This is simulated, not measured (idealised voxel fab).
process module | voxel released beams
cross-section cut | 160 nm wide | cells 5 nm
A cross-section is a grid of square cells, given in bands from the top down. A band is one or more rows of cells.
Each band's line starts with the height of the band's top and of its bottom, in nm. Then come its materials from left to right, each with its width in nm. One material with "throughout" fills the band from edge to edge. "air" is empty space.
Height 0 is the level under which the wafer as received is all one material. The lowest band goes on downwards, as in "0 down".
A width such as "30 to 40" changes by the same amount from each row of cells to the next, from the band's top row to its bottom row.
"no change" after a step means that no cell of the cross-section changed.
closed voids: empty space of 8 cells or more with no open way to the top, each as width x height at its distance from the left edge, in nm
after a step's settings: what the simulator itself notes on the step
overlay nm, on a step with a mask: how far to the right of its planned place the mask lay; to the left if negative
plan
1 op RECEIVE | material Si
2 op CONFORMAL_DEP | material Al2O3 | thk nm 10
3 op DIRECTIONAL_DEP | material SiO2 | thk nm 20
4 op PATTERN | tone open | mask id ANCHOR | material resist | width nm 30 | thk nm 15 | overlay nm 0
5 op DIRECTIONAL_ETCH | etch materials SiO2 | depth nm 20
6 op STRIP | etch materials resist
7 op CONFORMAL_DEP | material SiN | thk nm 10
8 op PATTERN | tone cover | mask id BEAM | material resist | width nm 115 | thk nm 20 | overlay nm 0
9 op DIRECTIONAL_ETCH | etch materials SiN | depth nm 10
10 op STRIP | etch materials resist
11 op STRIP | etch materials SiO2
as received, after step 1
  0 down: Si throughout
  closed voids: none
first wafer at the end, as planned
  40 to 30: air 20 | SiN 15 | air 10 | SiN 90 | air 25
  30 to 20: air 25 | SiN 10 | air 10 | SiN 10 | air 105
  20 to 10: air 25 | SiN 30 | air 105
  10 to 0: Al2O3 throughout
  0 down: Si throughout
  closed voids: none
second wafer at the end: like start, like plan, one mistake
  30 to 10: SiO2 25 | air 30 | SiO2 105
  10 to 0: Al2O3 throughout
  0 down: Si throughout
  closed voids: none
what went wrong: step 11 ran as: op STRIP | etch materials SiN
at the end the second wafer has, in cells: 62 fewer of SiN | 104 more of SiO2
